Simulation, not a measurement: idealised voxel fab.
The document below concerns the process module designated voxel released beams.
The cross-section shown here is cut; it is 200 nm wide and divided into square cells measuring 5 nm on a side.
For the purposes of this document, a cross-section shall be understood as a grid of square cells, specified as bands listed in top-to-bottom order, each band consisting of one or more rows of cells.
Basically the band line says how high the top is and how high the bottom is, in nm, and then what's in it from left to right, every material with its width in nm. Empty space shows up as "blank", and if a single material carries "edge to edge" it runs the full band edge to edge.
Heights from 0 (as-received wafer is one material below). Bottom band endless downward, as "0..down".
Read "30->40" as a graded width: first number on top, second number at the bottom, same change between each pair of neighbouring rows.
Where the words "no change" appear for a step, the cross-section shows no cell changed by that step; every cell remained as before.
"Closed void entries" enumerates empty spaces isolated from the top, with no open way to it, that contain at least 8 cells, giving each as width x height at distance from the left edge, all three in nm.
It should be noted that, on the line of a given step, the content following the step's settings is a remark produced by the simulator itself with respect to that step.
"overlay nm", when on a step's line for a step with a mask, measures how far to the right of its planned place the mask lay; a negative measure means to the left.

Set out below are the planned steps of the process
- 1: RECEIVE (material Si)
- 2: CONFORMAL_DEP (material SiN; thk nm 5)
- 3: DIRECTIONAL_DEP (material SiO2; thk nm 20)
- 4: DIRECTIONAL_DEP (material aC; thk nm 15)
- 5: PATTERN (tone open; mask id ANCHOR; material resist; width nm 35; thk nm 30; overlay nm 0)
- 6: DIRECTIONAL_ETCH (etch materials aC; depth nm 15)
- 7: STRIP (etch materials resist)
- 8: DIRECTIONAL_ETCH (etch materials SiO2; depth nm 20)
- 9: STRIP (etch materials aC)
- 10: CONFORMAL_DEP (material TiN; thk nm 15)
- 11: PATTERN (tone cover; mask id BEAM; material resist; width nm 80; thk nm 20; overlay nm 0)
- 12: DIRECTIONAL_ETCH (etch materials TiN; depth nm 15)
- 13: STRIP (etch materials resist)
- 14: STRIP (etch materials SiO2)

First out of two wafers; run went to plan

Wafer cross-section on receipt, i.e. after step 1
	0..down: Si edge to edge
	Closed void entries: none

Take a look at the wafer's cross-section after step 2
	5..0: SiN edge to edge
	Below 0, no change.

Take a look at the wafer's cross-section after step 3
	25..5: SiO2 edge to edge
	Below 5, no change.

Take a look at the wafer's cross-section after step 4
	40..25: aC edge to edge
	Below 25, no change.

Take a look at the wafer's cross-section after step 5
	70..40: resist: 60, blank: 35, resist: 105
	Below 40, no change.

Take a look at the wafer's cross-section after step 6
	55..40: resist: 60, blank: 35, resist: 105
	40..25: aC: 60, blank: 35, aC: 105
	Below 25, no change.

Take a look at the wafer's cross-section after step 7
	40..25: aC: 60, blank: 35, aC: 105
	Below 25, no change.

Take a look at the wafer's cross-section after step 8
	40..25: aC: 60, blank: 35, aC: 105
	25..5: SiO2: 60, blank: 35, SiO2: 105
	Below 5, no change.

Take a look at the wafer's cross-section after step 9
	25..5: SiO2: 60, blank: 35, SiO2: 105
	Below 5, no change.

Take a look at the wafer's cross-section after step 10
	40..25: TiN: 75, blank: 5, TiN: 120
	25..20: SiO2: 60, TiN: 15, blank: 5, TiN: 15, SiO2: 105
	20..5: SiO2: 60, TiN: 35, SiO2: 105
	Below 5, no change.

Take a look at the wafer's cross-section after step 11
	60..40: blank: 55, resist: 80, blank: 65
	40..25: TiN: 75, resist: 5, TiN: 120
	25..20: SiO2: 60, TiN: 15, resist: 5, TiN: 15, SiO2: 105
	Below 20, no change.

Take a look at the wafer's cross-section after step 12
	60..40: blank: 55, resist: 80, blank: 65
	40..25: blank: 55, TiN: 20, resist: 5, TiN: 55, blank: 65
	Below 25, no change.

Take a look at the wafer's cross-section after step 13
	40..25: blank: 55, TiN: 20, blank: 5, TiN: 55, blank: 65
	25..20: SiO2: 60, TiN: 15, blank: 5, TiN: 15, SiO2: 105
	Below 20, no change.

Take a look at the wafer's cross-section after step 14
	40..25: blank: 55, TiN: 20, blank: 5, TiN: 55, blank: 65
	25..20: blank: 60, TiN: 15, blank: 5, TiN: 15, blank: 105
	20..5: blank: 60, TiN: 35, blank: 105
	Below 5, no change.

Now the other wafer: same start, same recipe, but we messed up one thing when running it. Up to and including step 11 it's the same as the first one

Look at the second wafer in cross-section at the time step 12 ought to have finished
	60..40: blank: 55, resist: 80, blank: 65
	40..30: blank: 55, TiN: 20, resist: 5, TiN: 55, blank: 65
	Below 30, no change.

Look at the second wafer in cross-section at the time step 13 ought to have finished
	40..30: blank: 55, TiN: 20, blank: 5, TiN: 55, blank: 65
	30..25: TiN: 75, blank: 5, TiN: 120
	25..20: SiO2: 60, TiN: 15, blank: 5, TiN: 15, SiO2: 105
	Below 20, no change.

Look at the second wafer in cross-section at the time step 14 ought to have finished: no change
What went wrong in running the wafer? step 12 ran as: DIRECTIONAL_ETCH (etch materials TiN; depth nm 10)
FYI, end of process, the second wafer has more or fewer cells of some materials than the first: SiO2 +132 | TiN +24
